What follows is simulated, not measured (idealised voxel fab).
Process module heading - voxel wiring stack
Cross-section cut: width 230 nm, square cells of 5 nm.
In what follows, cross-sections appear as grids of square cells, described through bands that run from the top down, where every band is one or more rows of cells. Heights first: top, then bottom, in nm. Then materials, left to right, each with a width in nm. "throughout" on a single material: fills the band edge to edge. "empty": empty space. Heights are reckoned from 0. Under this level, the received wafer is all of one material. The bottommost band is open-ended downward, for example "0..down". So if you see something like "30..40" for the width, read it as the top row of the band sitting at the first number and the bottom row at the second, with every row in between moving by the same amount as the last. What does "everything unchanged" mean for a step? It means no cell of the cross-section changed in that step. Enclosed voids (no open way to top), threshold 8 cells or more, entry "Closed cavity list", notation width x height at distance, distance from left edge, nm. On each step's line, the part that comes after the settings is the simulator's own comment on the step. overlay nm: for a step with a mask, the amount by which the mask lay right of where it was planned; a negative amount means left of it.

### Listed below are the process steps as planned
1: RECEIVE (material Si)
2: CONFORMAL_DEP (material SiO2; thk nm 15)
3: DIRECTIONAL_DEP (material TiN; thk nm 5)
4: DIRECTIONAL_DEP (material W; thk nm 25)
5: DIRECTIONAL_DEP (material aC; thk nm 15)
6: PATTERN (tone cover; mask id METAL_1; material resist; width nm 25; pitch nm 40; thk nm 30; overlay nm 0)
7: DIRECTIONAL_ETCH (etch materials aC; depth nm 15)
8: STRIP (etch materials resist)
9: DIRECTIONAL_ETCH (etch materials W; depth nm 25)
10: DIRECTIONAL_ETCH (etch materials TiN; depth nm 5)
11: STRIP (etch materials aC)
12: FILL_DEP (material lowk; thk nm 5)
13: CMP (height nm 45)
14: CONFORMAL_DEP (material SiCN; thk nm 5)
15: DIRECTIONAL_DEP (material SiO2; thk nm 15)
16: DIRECTIONAL_DEP (material aC; thk nm 10)
17: PATTERN (tone open; mask id PLUG_1; material resist; width nm 15; pitch nm 80; thk nm 25; overlay nm 0)
18: DIRECTIONAL_ETCH (etch materials aC; depth nm 10)
19: STRIP (etch materials resist)
20: DIRECTIONAL_ETCH (etch materials SiO2; depth nm 15)
21: DIRECTIONAL_ETCH (etch materials SiCN; depth nm 5)
22: STRIP (etch materials aC)
23: EPI (material Ru; thk nm 10)
24: EPI (material Ru; thk nm 10)
25: DIRECTIONAL_DEP (material TiN; thk nm 5)
26: DIRECTIONAL_DEP (material W; thk nm 15)
27: MASKED_ETCH (tone cover; mask id METAL_2; width nm 25; pitch nm 40; etch materials W; depth nm 15; overlay nm 0)
28: MASKED_ETCH (tone cover; mask id METAL_2; width nm 25; pitch nm 40; etch materials TiN; depth nm 5; overlay nm 0)
29: CONFORMAL_DEP (material SiN; thk nm 5)
30: FILL_DEP (material SiO2; thk nm 5)
31: CMP (height nm 85)
32: CONFORMAL_DEP (material SiCN; thk nm 5)
33: DIRECTIONAL_DEP (material lowk; thk nm 25)
34: DIRECTIONAL_DEP (material aC; thk nm 15)
35: PATTERN (tone open; mask id METAL_3_HOLES; material resist; width nm 15; pitch nm 40; thk nm 35; overlay nm 0)
36: DIRECTIONAL_ETCH (etch materials aC; depth nm 15)
37: STRIP (etch materials resist)
38: DIRECTIONAL_ETCH (etch materials lowk; depth nm 25)
39: STRIP (etch materials aC)
40: DIRECTIONAL_DEP (material aC; thk nm 10)
41: PATTERN (tone open; mask id METAL_3; material resist; width nm 25; pitch nm 40; thk nm 25; overlay nm 0)
42: DIRECTIONAL_ETCH (etch materials aC; depth nm 10)
43: STRIP (etch materials resist)
44: DIRECTIONAL_ETCH (etch materials lowk; depth nm 15)
45: DIRECTIONAL_ETCH (etch materials SiCN; depth nm 5)
46: STRIP (etch materials aC)
47: CONFORMAL_DEP (material TiN; thk nm 5)
48: FILL_DEP (material Ru; thk nm 5)
49: CMP (height nm 115)
50: CONFORMAL_DEP (material SiCN; thk nm 5)
51: DIRECTIONAL_DEP (material lowk; thk nm 15)
52: PATTERN (tone open; mask id PLUG_3; material resist; width nm 15; pitch nm 80; thk nm 15; overlay nm 0)
53: DIRECTIONAL_ETCH (etch materials lowk; depth nm 15)
54: DIRECTIONAL_ETCH (etch materials SiCN; depth nm 5)
55: STRIP (etch materials resist)
56: CONFORMAL_DEP (material TiN; thk nm 5)
57: FILL_DEP (material W; thk nm 5)
58: CMP (height nm 135)
59: DIRECTIONAL_DEP (material TiN; thk nm 5)
60: DIRECTIONAL_DEP (material W; thk nm 15)
61: PATTERN (tone cover; mask id METAL_4; material resist; width nm 25; pitch nm 40; thk nm 15; overlay nm 0)
62: DIRECTIONAL_ETCH (etch materials W; depth nm 15)
63: DIRECTIONAL_ETCH (etch materials TiN; depth nm 5)
64: STRIP (etch materials resist)
65: FILL_DEP (material lowk; thk nm 10)
66: CMP (height nm 155)
67: CONFORMAL_DEP (material SiCN; thk nm 5)

### The cross-section here shows the wafer as received, i.e. in its state after step 1
	0..down | Si throughout
	Closed cavity list: none

### First wafer of two, sectioned at end of module; run went per plan
	160..155 | SiCN throughout
	155..140 | lowk (40)  W (25)  lowk (15)  W (25)  lowk (15)  W (25)  lowk (15)  W (25)  lowk (45)
	140..135 | lowk (40)  TiN (25)  lowk (15)  TiN (25)  lowk (15)  TiN (25)  lowk (15)  TiN (25)  lowk (45)
	135..120 | lowk (40)  TiN (5)  W (5)  TiN (5)  lowk (65)  TiN (5)  W (5)  TiN (5)  lowk (95)
	120..115 | SiCN (40)  TiN (15)  SiCN (65)  TiN (15)  SiCN (95)
	115..105 | lowk (40)  TiN (5)  Ru (15)  TiN (5)  lowk (15)  TiN (5)  Ru (15)  TiN (5)  lowk (15)  TiN (5)  Ru (15)  TiN (5)  lowk (15)  TiN (5)  Ru (15)  TiN (5)  lowk (45)
	105..100 | lowk (40)  TiN (5)  Ru (5)  TiN (15)  lowk (15)  TiN (5)  Ru (5)  TiN (15)  lowk (15)  TiN (5)  Ru (5)  TiN (15)  lowk (15)  TiN (5)  Ru (5)  TiN (15)  lowk (45)
	100..90 | lowk (40)  TiN (5)  Ru (5)  TiN (5)  lowk (25)  TiN (5)  Ru (5)  TiN (5)  lowk (25)  TiN (5)  Ru (5)  TiN (5)  lowk (25)  TiN (5)  Ru (5)  TiN (5)  lowk (55)
	90..85 | SiCN (40)  TiN (15)  SiCN (25)  TiN (15)  SiCN (25)  TiN (15)  SiCN (25)  TiN (15)  SiCN (55)
	85..70 | SiO2 (35)  SiN (5)  W (25)  SiN (5)  SiO2 (5)  SiN (5)  W (25)  SiN (5)  SiO2 (5)  SiN (5)  W (25)  SiN (5)  SiO2 (5)  SiN (5)  W (25)  SiN (5)  SiO2 (40)
	70..65 | SiN (40)  TiN (25)  SiN (15)  TiN (25)  SiN (15)  TiN (25)  SiN (15)  TiN (25)  SiN (45)
	65..50 | SiO2 (40)  Ru (15)  SiO2 (65)  Ru (15)  SiO2 (95)
	50..45 | SiCN (40)  Ru (15)  SiCN (65)  Ru (15)  SiCN (95)
	45..20 | lowk (40)  W (25)  lowk (15)  W (25)  lowk (15)  W (25)  lowk (15)  W (25)  lowk (45)
	20..15 | lowk (40)  TiN (25)  lowk (15)  TiN (25)  lowk (15)  TiN (25)  lowk (15)  TiN (25)  lowk (45)
	15..0 | SiO2 throughout
	0..down | Si throughout
	Closed cavity list: none

### Same start, same plan as the first wafer - but one mistake in the run. Cross-section of the second of the two at the end of the module
	160..155 | SiCN throughout
	155..140 | lowk (40)  W (25)  lowk (15)  W (25)  lowk (15)  W (25)  lowk (15)  W (25)  lowk (45)
	140..135 | lowk (40)  TiN (25)  lowk (15)  TiN (25)  lowk (15)  TiN (25)  lowk (15)  TiN (25)  lowk (45)
	135..120 | lowk (40)  TiN (5)  W (5)  TiN (5)  lowk (65)  TiN (5)  W (5)  TiN (5)  lowk (95)
	120..115 | SiCN (40)  TiN (15)  SiCN (65)  TiN (15)  SiCN (95)
	115..105 | lowk (40)  TiN (5)  Ru (15)  TiN (5)  lowk (15)  TiN (5)  Ru (15)  TiN (5)  lowk (15)  TiN (5)  Ru (15)  TiN (5)  lowk (15)  TiN (5)  Ru (15)  TiN (5)  lowk (45)
	105..100 | lowk (40)  TiN (5)  Ru (5)  TiN (15)  lowk (15)  TiN (5)  Ru (5)  TiN (15)  lowk (15)  TiN (5)  Ru (5)  TiN (15)  lowk (15)  TiN (5)  Ru (5)  TiN (15)  lowk (45)
	100..90 | lowk (40)  TiN (5)  Ru (5)  TiN (5)  lowk (25)  TiN (5)  Ru (5)  TiN (5)  lowk (25)  TiN (5)  Ru (5)  TiN (5)  lowk (25)  TiN (5)  Ru (5)  TiN (5)  lowk (55)
	90..85 | SiCN (40)  TiN (15)  SiCN (25)  TiN (15)  SiCN (25)  TiN (15)  SiCN (25)  TiN (15)  SiCN (55)
	85..80 | SiN (40)  W (25)  SiN (15)  W (25)  SiN (15)  W (25)  SiN (15)  W (25)  SiN (45)
	80..70 | Ru throughout
	70..65 | TiN (40)  Ru (15)  TiN (65)  Ru (15)  TiN (95)
	65..60 | SiO2 (40)  Ru (15)  SiO2 (65)  Ru (15)  SiO2 (95)
	60..55 | SiO2 (40)  TiN (15)  SiO2 (65)  TiN (15)  SiO2 (95)
	55..50 | SiO2 (40)  Ru (15)  SiO2 (65)  Ru (15)  SiO2 (95)
	50..45 | SiCN (40)  Ru (15)  SiCN (65)  Ru (15)  SiCN (95)
	45..20 | lowk (40)  W (25)  lowk (15)  W (25)  lowk (15)  W (25)  lowk (15)  W (25)  lowk (45)
	20..15 | lowk (40)  TiN (25)  lowk (15)  TiN (25)  lowk (15)  TiN (25)  lowk (15)  TiN (25)  lowk (45)
	15..0 | SiO2 throughout
	0..down | Si throughout
	Closed cavity list: none
Deviation from plan: steps 24 and 25 of the plan were run in the wrong order, each in the other's place
Wrapping up, a cell-based count of both wafers puts the second over or under the first for these materials: Ru +92; SiN -24; SiO2 -54; TiN +26; W -40
